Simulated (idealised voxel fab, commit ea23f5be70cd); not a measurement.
process module | voxel trench capacitor
It is cross-section cut that appears here, measuring 250 nm in width, its square cells being 5 nm in size.
Heads up, the way a cross-section reads in here is a grid of square cells, handed over as bands from the top down, with every band being one or more rows of cells.
For a band, the entry starts with two heights in nm, that of the top and then that of the bottom, and carries on with the band's materials in order from left to right, each alongside its width in nm; the word "full width" beside a single material means it fills the band edge to edge, and "air" means empty space.
A quick word on heights: they are counted from 0, and under that level the wafer as it came to us is one material throughout. The lowest band is different from the rest in having no bottom; it simply continues downward, written as in "0 -> down".
A width given as "30 to 40" starts at the first number in the band's top row and ends at the second number in its bottom row, shifting by an equal amount at every step from row to row.
A step reported as "nothing altered" is a step in which no cell of the cross-section changed.
Entry "Enclosed internal cavities". Content: empty spaces with no open connection to the top, size 8 cells or greater. Each: width x height at distance. Distance: from left edge. Unit: nm.
Note: text after step settings on the step line = simulator remark on that step.
Among the settings permitted on a step's line is "overlay nm"; applied to a step with a mask, it specifies the extent to which the mask lay to the right of its planned position, whereas a negative figure signifies a position to the left.

**So here's the lineup of process steps we planned**
1) RECEIVE | material Si
2) CONFORMAL_DEP | material SiN | thk nm 10
3) DIRECTIONAL_DEP | material aC | thk nm 10
4) PATTERN | tone open | mask id TRENCH | material resist | width nm 15 | pitch nm 40 | thk nm 25 | overlay nm 0
5) DIRECTIONAL_ETCH | etch materials aC | depth nm 10
6) STRIP | etch materials resist
7) DIRECTIONAL_ETCH | etch materials SiN | depth nm 10
8) DIRECTIONAL_ETCH | etch materials Si | depth nm 40
9) STRIP | etch materials aC
10) CONFORMAL_DEP | material SiO2 | thk nm 5
11) FILL_DEP | material polySi | thk nm 10
12) CMP | height nm 10

**As received (post step 1): cross-section**
> 0 -> down = Si full width
> Enclosed internal cavities: none

**The plan above was carried out on the starting structure above with one mistake, and this cross-section shows the wafer at the end of the module**
> 10 -> 0 = 70 SiN / 5 SiO2 / 5 polySi / 5 SiO2 / 25 SiN / 5 SiO2 / 5 polySi / 5 SiO2 / 25 SiN / 5 SiO2 / 5 polySi / 5 SiO2 / 85 SiN
> 0 -> -35 = 70 Si / 5 SiO2 / 5 polySi / 5 SiO2 / 25 Si / 5 SiO2 / 5 polySi / 5 SiO2 / 25 Si / 5 SiO2 / 5 polySi / 5 SiO2 / 85 Si
> -35 -> -40 = 70 Si / 15 SiO2 / 25 Si / 15 SiO2 / 25 Si / 15 SiO2 / 85 Si
> -40 -> down = Si full width
> Enclosed internal cavities: none
Deviation noted in wafer processing: step 4 deviated from plan and actually ran as PATTERN | tone open | mask id TRENCH | material resist | width nm 15 | pitch nm 40 | thk nm 25 | overlay nm -5
